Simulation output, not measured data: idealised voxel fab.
process module | voxel ribs on slabs
cross-section cut | 200 nm wide | cells 5 nm
A cross-section is a grid of square cells, given in bands from the top down. A band is one or more rows of cells.
Each band's line starts with the height of the band's top and of its bottom, in nm. Then come its materials from left to right, each with its width in nm. One material with "throughout" fills the band from edge to edge. "air" is empty space.
Height 0 is the level under which the wafer as received is all one material. The lowest band goes on downwards, as in "0 down".
A width such as "30 to 40" changes by the same amount from each row of cells to the next, from the band's top row to its bottom row.
"no change" after a step means that no cell of the cross-section changed.
closed voids: empty space of 8 cells or more with no open way to the top, each as width x height at its distance from the left edge, in nm
after a step's settings: what the simulator itself notes on the step
overlay nm, on a step with a mask: how far to the right of its planned place the mask lay; to the left if negative
plan
1 op RECEIVE | material Si
2 op DIRECTIONAL_DEP | material SiO2 | thk nm 30
3 op DIRECTIONAL_DEP | material polySi | thk nm 15
4 op MASKED_ETCH | tone cover | mask id RIB | width nm 15 | etch materials polySi | depth nm 10 | overlay nm 0
5 op PATTERN | tone cover | mask id SLAB | material resist | width nm 55 | thk nm 15 | overlay nm 0
6 op DIRECTIONAL_ETCH | etch materials polySi | depth nm 5
7 op STRIP | etch materials resist
8 op FILL_DEP | material SiO2 | thk nm 20
9 op CMP | height nm 55
10 op DIRECTIONAL_DEP | material W | thk nm 5
11 op MASKED_ETCH | tone cover | mask id HEATER | width nm 25 | etch materials W | depth nm 5 | overlay nm 0
12 op CONFORMAL_DEP | material SiN | thk nm 5
as received, after step 1
  0 down: Si throughout
  closed voids: none
a wafer at the end: this start, this plan, one mistake
  65 to 60: air 80 | SiN 35 | air 85
  60 to 55: SiN 85 | W 25 | SiN 90
  55 to 45: SiO2 90 to 70 | polySi 15 to 55 | SiO2 95 to 75
  45 to 30: polySi throughout
  30 to 0: SiO2 throughout
  0 down: Si throughout
  closed voids: none
what went wrong: step 3 was run twice
